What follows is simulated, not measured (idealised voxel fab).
Documented hereafter: the process module known as voxel air gaps.
205 nm wide, 5 nm square cells: that's cross-section cut.
Cross-section, as written here: a square-cell grid given band by band from the top down, where a band holds one or more rows of cells. Read a band's entry like this: the first values are the height of its top and the height of its bottom in nm, and what follows is the sequence of materials from left to right, each with its width in nm. Note that "air" is empty space, and that a single material marked "all across" reaches across the band from edge to edge. Beneath 0, the wafer as received is one material, and that level is where height counting begins. The lowest band goes on downward without a bottom; it is written like "0 nm and below". Width: "30->40" (first number = top row, second number = bottom row, same change from row to row of cells). When a step is marked "identical to before", none of the cells in the cross-section changed during that step. Heads up: "Enclosed void list" only lists the empty pockets with no open path to the top that are 8 cells or more, and it writes them as width x height at distance, distance from the left edge, in nm. On each step's line, the part that comes after the settings is the simulator's own comment on the step. On any step carrying a mask, the "overlay nm" setting, if present on the step's line, tells how far right of its planned place the mask lay; negative values point to the left.

-- Process steps (planned)
- 1: RECEIVE (material Si)
- 2: CONFORMAL_DEP (material SiO2; thk nm 15)
- 3: CONFORMAL_DEP (material SiN; thk nm 5)
- 4: DIRECTIONAL_DEP (material lowk; thk nm 40)
- 5: MASKED_ETCH (tone open; mask id LINES; width nm 25; pitch nm 55; etch materials lowk; depth nm 40; overlay nm 0)
- 6: CONFORMAL_DEP (material TiN; thk nm 5)
- 7: FILL_DEP (material Ru; thk nm 5)
- 8: CMP (height nm 60)
- 9: EPI (material Ru; thk nm 10)
- 10: SELECTIVE_ETCH (etch materials lowk; depth nm 50)
- 11: CONFORMAL_DEP (material SiCN; thk nm 5)

-- first wafer, as planned

-- Incoming wafer in cross-section (state: after step 1)
    0 nm and below: Si all across
    Enclosed void list: none

-- Step 2 complete: cross-section through the wafer
    15 nm to 0 nm: SiO2 all across
    Under the height 0 nothing was changed.

-- Step 3 complete: cross-section through the wafer
    20 nm to 15 nm: SiN all across
    Under the height 15 nothing was changed.

-- Step 4 complete: cross-section through the wafer
    60 nm to 20 nm: lowk all across
    Under the height 20 nothing was changed.

-- Step 5 complete: cross-section through the wafer
    60 nm to 20 nm: lowk: 35, then air: 25, then lowk: 30, then air: 25, then lowk: 30, then air: 25, then lowk: 35
    Under the height 20 nothing was changed.

-- Step 6 complete: cross-section through the wafer
    65 nm to 60 nm: TiN: 40, then air: 15, then TiN: 40, then air: 15, then TiN: 40, then air: 15, then TiN: 40
    60 nm to 25 nm: lowk: 35, then TiN: 5, then air: 15, then TiN: 5, then lowk: 30, then TiN: 5, then air: 15, then TiN: 5, then lowk: 30, then TiN: 5, then air: 15, then TiN: 5, then lowk: 35
    25 nm to 20 nm: lowk: 35, then TiN: 25, then lowk: 30, then TiN: 25, then lowk: 30, then TiN: 25, then lowk: 35
    Under the height 20 nothing was changed.

-- Step 7 complete: cross-section through the wafer
    70 nm to 65 nm: Ru all across
    65 nm to 60 nm: TiN: 40, then Ru: 15, then TiN: 40, then Ru: 15, then TiN: 40, then Ru: 15, then TiN: 40
    60 nm to 25 nm: lowk: 35, then TiN: 5, then Ru: 15, then TiN: 5, then lowk: 30, then TiN: 5, then Ru: 15, then TiN: 5, then lowk: 30, then TiN: 5, then Ru: 15, then TiN: 5, then lowk: 35
    Under the height 25 nothing was changed.

-- Step 8 complete: cross-section through the wafer
    60 nm to 25 nm: lowk: 35, then TiN: 5, then Ru: 15, then TiN: 5, then lowk: 30, then TiN: 5, then Ru: 15, then TiN: 5, then lowk: 30, then TiN: 5, then Ru: 15, then TiN: 5, then lowk: 35
    Under the height 25 nothing was changed.

-- Step 9 complete: cross-section through the wafer
    70 nm to 60 nm: air: 25, then Ru: 45, then air: 10, then Ru: 45, then air: 10, then Ru: 45, then air: 25
    Under the height 60 nothing was changed.

-- Step 10 complete: cross-section through the wafer
    70 nm to 60 nm: air: 25, then Ru: 45, then air: 10, then Ru: 45, then air: 10, then Ru: 45, then air: 25
    60 nm to 25 nm: air: 35, then TiN: 5, then Ru: 15, then TiN: 5, then air: 30, then TiN: 5, then Ru: 15, then TiN: 5, then air: 30, then TiN: 5, then Ru: 15, then TiN: 5, then air: 35
    25 nm to 20 nm: air: 35, then TiN: 25, then air: 30, then TiN: 25, then air: 30, then TiN: 25, then air: 35
    Under the height 20 nothing was changed.

-- Step 11 complete: cross-section through the wafer
    75 nm to 70 nm: air: 20, then SiCN: 165, then air: 20
    70 nm to 60 nm: air: 20, then SiCN: 5, then Ru: 45, then SiCN: 10, then Ru: 45, then SiCN: 10, then Ru: 45, then SiCN: 5, then air: 20
    60 nm to 55 nm: air: 20, then SiCN: 15, then TiN: 5, then Ru: 15, then TiN: 5, then SiCN: 30, then TiN: 5, then Ru: 15, then TiN: 5, then SiCN: 30, then TiN: 5, then Ru: 15, then TiN: 5, then SiCN: 15, then air: 20
    55 nm to 25 nm: air: 30, then SiCN: 5, then TiN: 5, then Ru: 15, then TiN: 5, then SiCN: 5, then air: 20, then SiCN: 5, then TiN: 5, then Ru: 15, then TiN: 5, then SiCN: 5, then air: 20, then SiCN: 5, then TiN: 5, then Ru: 15, then TiN: 5, then SiCN: 5, then air: 30
    25 nm to 20 nm: SiCN: 35, then TiN: 25, then SiCN: 30, then TiN: 25, then SiCN: 30, then TiN: 25, then SiCN: 35
    Under the height 20 nothing was changed.
    Enclosed void list: 20 x 30 at 65; 20 x 30 at 120

-- Regarding the second of the two wafers: it shared the first wafer's starting condition and process plan, yet one error occurred during its execution. Its history coincides with that of the first wafer up to and including step 4

-- Planned end of step 5: second wafer, cross-section
    60 nm to 20 nm: lowk: 45, then air: 25, then lowk: 30, then air: 25, then lowk: 30, then air: 25, then lowk: 25
    Under the height 20 nothing was changed.

-- Planned end of step 6: second wafer, cross-section
    65 nm to 60 nm: TiN: 50, then air: 15, then TiN: 40, then air: 15, then TiN: 40, then air: 15, then TiN: 30
    60 nm to 25 nm: lowk: 45, then TiN: 5, then air: 15, then TiN: 5, then lowk: 30, then TiN: 5, then air: 15, then TiN: 5, then lowk: 30, then TiN: 5, then air: 15, then TiN: 5, then lowk: 25
    25 nm to 20 nm: lowk: 45, then TiN: 25, then lowk: 30, then TiN: 25, then lowk: 30, then TiN: 25, then lowk: 25
    Under the height 20 nothing was changed.

-- Planned end of step 7: second wafer, cross-section
    70 nm to 65 nm: Ru all across
    65 nm to 60 nm: TiN: 50, then Ru: 15, then TiN: 40, then Ru: 15, then TiN: 40, then Ru: 15, then TiN: 30
    60 nm to 25 nm: lowk: 45, then TiN: 5, then Ru: 15, then TiN: 5, then lowk: 30, then TiN: 5, then Ru: 15, then TiN: 5, then lowk: 30, then TiN: 5, then Ru: 15, then TiN: 5, then lowk: 25
    Under the height 25 nothing was changed.

-- Planned end of step 8: second wafer, cross-section
    60 nm to 25 nm: lowk: 45, then TiN: 5, then Ru: 15, then TiN: 5, then lowk: 30, then TiN: 5, then Ru: 15, then TiN: 5, then lowk: 30, then TiN: 5, then Ru: 15, then TiN: 5, then lowk: 25
    Under the height 25 nothing was changed.

-- Planned end of step 9: second wafer, cross-section
    70 nm to 60 nm: air: 35, then Ru: 45, then air: 10, then Ru: 45, then air: 10, then Ru: 45, then air: 15
    Under the height 60 nothing was changed.

-- Planned end of step 10: second wafer, cross-section
    70 nm to 60 nm: air: 35, then Ru: 45, then air: 10, then Ru: 45, then air: 10, then Ru: 45, then air: 15
    60 nm to 25 nm: air: 45, then TiN: 5, then Ru: 15, then TiN: 5, then air: 30, then TiN: 5, then Ru: 15, then TiN: 5, then air: 30, then TiN: 5, then Ru: 15, then TiN: 5, then air: 25
    25 nm to 20 nm: air: 45, then TiN: 25, then air: 30, then TiN: 25, then air: 30, then TiN: 25, then air: 25
    Under the height 20 nothing was changed.

-- Planned end of step 11: second wafer, cross-section
    75 nm to 70 nm: air: 30, then SiCN: 165, then air: 10
    70 nm to 60 nm: air: 30, then SiCN: 5, then Ru: 45, then SiCN: 10, then Ru: 45, then SiCN: 10, then Ru: 45, then SiCN: 5, then air: 10
    60 nm to 55 nm: air: 30, then SiCN: 15, then TiN: 5, then Ru: 15, then TiN: 5, then SiCN: 30, then TiN: 5, then Ru: 15, then TiN: 5, then SiCN: 30, then TiN: 5, then Ru: 15, then TiN: 5, then SiCN: 15, then air: 10
    55 nm to 25 nm: air: 40, then SiCN: 5, then TiN: 5, then Ru: 15, then TiN: 5, then SiCN: 5, then air: 20, then SiCN: 5, then TiN: 5, then Ru: 15, then TiN: 5, then SiCN: 5, then air: 20, then SiCN: 5, then TiN: 5, then Ru: 15, then TiN: 5, then SiCN: 5, then air: 20
    25 nm to 20 nm: SiCN: 45, then TiN: 25, then SiCN: 30, then TiN: 25, then SiCN: 30, then TiN: 25, then SiCN: 25
    Under the height 20 nothing was changed.
    Enclosed void list: 20 x 30 at 75; 20 x 30 at 130
Deviation noted in wafer processing: step 5 ran differently from the plan; actual operation with settings: MASKED_ETCH (tone open; mask id LINES; width nm 25; pitch nm 55; etch materials lowk; depth nm 40; overlay nm 10)
The two final wafers agree on how many cells each material fills and disagree on which cells those are.
